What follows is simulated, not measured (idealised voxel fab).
The process module that follows is named voxel double patterning.
This is section cut - it's 200 nm across, gridded in 5 nm square cells.
If you're reading a cross-section in this doc, picture square cells in a grid; it comes to you as bands, top ones listed first down to the bottom, and a band can be one or more rows of cells.
What a band's entry tells you: where the top is and where the bottom is, as heights in nm, and after that what lies inside, material by material from left to right, each with its width in nm. Empty space is written as the word "empty", and a single material marked with the word "everywhere" occupies the band from edge to edge.
Height datum 0, below which the as-received substrate wafer is one material. Lowest band open at the bottom, running downward: "top 0, no bottom".
You'd read "30..40" like this: the band's top row of cells is as wide as the first number, its bottom row is as wide as the second, and going down, every row changes width by the same amount as the row before did.
Where a step carries "nothing got changed", the cross-section came out of it unchanged, cell for cell.
Any empty space of 8 cells or more lacking an open way to the top shows up in "Enclosed cavities" as width x height at distance, distance from the left edge, in nm.
Heads up: the bit after the settings on a step's line is the simulator's remark on that step.
Among the settings permitted on a step's line is "overlay nm"; applied to a step with a mask, it specifies the extent to which the mask lay to the right of its planned position, whereas a negative figure signifies a position to the left.
# plan
| 1 | RECEIVE [material Si] |
| 2 | CONFORMAL_DEP [material SiO2] [thk nm 10] |
| 3 | DIRECTIONAL_DEP [material TiN] [thk nm 15] |
| 4 | DIRECTIONAL_DEP [material SiCN] [thk nm 10] |
| 5 | DIRECTIONAL_DEP [material aC] [thk nm 15] |
| 6 | PATTERN [tone open] [mask id FIRST] [material resist] [width nm 15] [pitch nm 50] [thk nm 35] [overlay nm 0] |
| 7 | DIRECTIONAL_ETCH [etch materials aC] [depth nm 15] |
| 8 | STRIP [etch materials resist] |
| 9 | DIRECTIONAL_ETCH [etch materials SiCN] [depth nm 10] |
| 10 | STRIP [etch materials aC] |
| 11 | PATTERN [tone open] [mask id SECOND] [material resist] [width nm 15] [pitch nm 50] [thk nm 20] [overlay nm 0] |
| 12 | DIRECTIONAL_ETCH [etch materials SiCN] [depth nm 10] |
| 13 | STRIP [etch materials resist] |
| 14 | DIRECTIONAL_ETCH [etch materials TiN] [depth nm 15] |
| 15 | STRIP [etch materials SiCN] |
# First of two wafers: run as planned
# Received-state cross-section, reflecting completion of step 1
    top 0, no bottom = Si everywhere
    Enclosed cavities: none
# Wafer after step 2 (cross-section)
    top 10, bottom 0 = SiO2 everywhere
    Below 0, no change.
# Wafer after step 3 (cross-section)
    top 25, bottom 10 = TiN everywhere
    Below 10, no change.
# Wafer after step 4 (cross-section)
    top 35, bottom 25 = SiCN everywhere
    Below 25, no change.
# Wafer after step 5 (cross-section)
    top 50, bottom 35 = aC everywhere
    Below 35, no change.
# Wafer after step 6 (cross-section)
    top 85, bottom 50 = 40 nm resist; 15 nm empty; 35 nm resist; 15 nm empty; 35 nm resist; 15 nm empty; 45 nm resist
    Below 50, no change.
# Wafer after step 7 (cross-section)
    top 70, bottom 50 = 40 nm resist; 15 nm empty; 35 nm resist; 15 nm empty; 35 nm resist; 15 nm empty; 45 nm resist
    top 50, bottom 35 = 40 nm aC; 15 nm empty; 35 nm aC; 15 nm empty; 35 nm aC; 15 nm empty; 45 nm aC
    Below 35, no change.
# Wafer after step 8 (cross-section)
    top 50, bottom 35 = 40 nm aC; 15 nm empty; 35 nm aC; 15 nm empty; 35 nm aC; 15 nm empty; 45 nm aC
    Below 35, no change.
# Wafer after step 9 (cross-section)
    top 50, bottom 35 = 40 nm aC; 15 nm empty; 35 nm aC; 15 nm empty; 35 nm aC; 15 nm empty; 45 nm aC
    top 35, bottom 25 = 40 nm SiCN; 15 nm empty; 35 nm SiCN; 15 nm empty; 35 nm SiCN; 15 nm empty; 45 nm SiCN
    Below 25, no change.
# Wafer after step 10 (cross-section)
    top 35, bottom 25 = 40 nm SiCN; 15 nm empty; 35 nm SiCN; 15 nm empty; 35 nm SiCN; 15 nm empty; 45 nm SiCN
    Below 25, no change.
# Wafer after step 11 (cross-section)
    top 55, bottom 35 = 65 nm resist; 15 nm empty; 35 nm resist; 15 nm empty; 70 nm resist
    top 35, bottom 25 = 40 nm SiCN; 15 nm resist; 35 nm SiCN; 15 nm resist; 35 nm SiCN; 15 nm resist; 45 nm SiCN
    Below 25, no change.
# Wafer after step 12 (cross-section)
    top 55, bottom 35 = 65 nm resist; 15 nm empty; 35 nm resist; 15 nm empty; 70 nm resist
    top 35, bottom 25 = 40 nm SiCN; 15 nm resist; 10 nm SiCN; 15 nm empty; 10 nm SiCN; 15 nm resist; 10 nm SiCN; 15 nm empty; 10 nm SiCN; 15 nm resist; 45 nm SiCN
    Below 25, no change.
# Wafer after step 13 (cross-section)
    top 35, bottom 25 = 40 nm SiCN; 15 nm empty; 10 nm SiCN; 15 nm empty; 10 nm SiCN; 15 nm empty; 10 nm SiCN; 15 nm empty; 10 nm SiCN; 15 nm empty; 45 nm SiCN
    Below 25, no change.
# Wafer after step 14 (cross-section)
    top 35, bottom 25 = 40 nm SiCN; 15 nm empty; 10 nm SiCN; 15 nm empty; 10 nm SiCN; 15 nm empty; 10 nm SiCN; 15 nm empty; 10 nm SiCN; 15 nm empty; 45 nm SiCN
    top 25, bottom 10 = 40 nm TiN; 15 nm empty; 10 nm TiN; 15 nm empty; 10 nm TiN; 15 nm empty; 10 nm TiN; 15 nm empty; 10 nm TiN; 15 nm empty; 45 nm TiN
    Below 10, no change.
# Wafer after step 15 (cross-section)
    top 25, bottom 10 = 40 nm TiN; 15 nm empty; 10 nm TiN; 15 nm empty; 10 nm TiN; 15 nm empty; 10 nm TiN; 15 nm empty; 10 nm TiN; 15 nm empty; 45 nm TiN
    Below 10, no change.
# The remaining wafer, second of the two, started like the first and was run to the same plan, except that one mistake was made along the way; the two coincide through step 1, inclusive
# Second wafer, cross-section, planned end of step 2
    top 15, bottom 0 = TiN everywhere
    Below 0, no change.
# Second wafer, cross-section, planned end of step 3
    top 25, bottom 15 = SiO2 everywhere
    Below 15, no change.
# Second wafer, cross-section, planned end of step 4
    top 35, bottom 25 = SiCN everywhere
    Below 25, no change.
# Second wafer, cross-section, planned end of step 5
    top 50, bottom 35 = aC everywhere
    Below 35, no change.
# Second wafer, cross-section, planned end of step 6
    top 85, bottom 50 = 40 nm resist; 15 nm empty; 35 nm resist; 15 nm empty; 35 nm resist; 15 nm empty; 45 nm resist
    Below 50, no change.
# Second wafer, cross-section, planned end of step 7
    top 70, bottom 50 = 40 nm resist; 15 nm empty; 35 nm resist; 15 nm empty; 35 nm resist; 15 nm empty; 45 nm resist
    top 50, bottom 35 = 40 nm aC; 15 nm empty; 35 nm aC; 15 nm empty; 35 nm aC; 15 nm empty; 45 nm aC
    Below 35, no change.
# Second wafer, cross-section, planned end of step 8
    top 50, bottom 35 = 40 nm aC; 15 nm empty; 35 nm aC; 15 nm empty; 35 nm aC; 15 nm empty; 45 nm aC
    Below 35, no change.
# Second wafer, cross-section, planned end of step 9
    top 50, bottom 35 = 40 nm aC; 15 nm empty; 35 nm aC; 15 nm empty; 35 nm aC; 15 nm empty; 45 nm aC
    top 35, bottom 25 = 40 nm SiCN; 15 nm empty; 35 nm SiCN; 15 nm empty; 35 nm SiCN; 15 nm empty; 45 nm SiCN
    Below 25, no change.
# Second wafer, cross-section, planned end of step 10
    top 35, bottom 25 = 40 nm SiCN; 15 nm empty; 35 nm SiCN; 15 nm empty; 35 nm SiCN; 15 nm empty; 45 nm SiCN
    Below 25, no change.
# Second wafer, cross-section, planned end of step 11
    top 55, bottom 35 = 65 nm resist; 15 nm empty; 35 nm resist; 15 nm empty; 70 nm resist
    top 35, bottom 25 = 40 nm SiCN; 15 nm resist; 35 nm SiCN; 15 nm resist; 35 nm SiCN; 15 nm resist; 45 nm SiCN
    Below 25, no change.
# Second wafer, cross-section, planned end of step 12
    top 55, bottom 35 = 65 nm resist; 15 nm empty; 35 nm resist; 15 nm empty; 70 nm resist
    top 35, bottom 25 = 40 nm SiCN; 15 nm resist; 10 nm SiCN; 15 nm empty; 10 nm SiCN; 15 nm resist; 10 nm SiCN; 15 nm empty; 10 nm SiCN; 15 nm resist; 45 nm SiCN
    Below 25, no change.
# Second wafer, cross-section, planned end of step 13
    top 35, bottom 25 = 40 nm SiCN; 15 nm empty; 10 nm SiCN; 15 nm empty; 10 nm SiCN; 15 nm empty; 10 nm SiCN; 15 nm empty; 10 nm SiCN; 15 nm empty; 45 nm SiCN
    Below 25, no change.
Second wafer, cross-section, planned end of step 14: nothing got changed
# Second wafer, cross-section, planned end of step 15
    top 25, bottom 15 = SiO2 everywhere
    Below 15, no change.
What was done differently from what was planned? sequence error: steps 2 and 3 interchanged
Final comparison by cell count, materials where the second wafer has more or fewer than the first: TiN +45
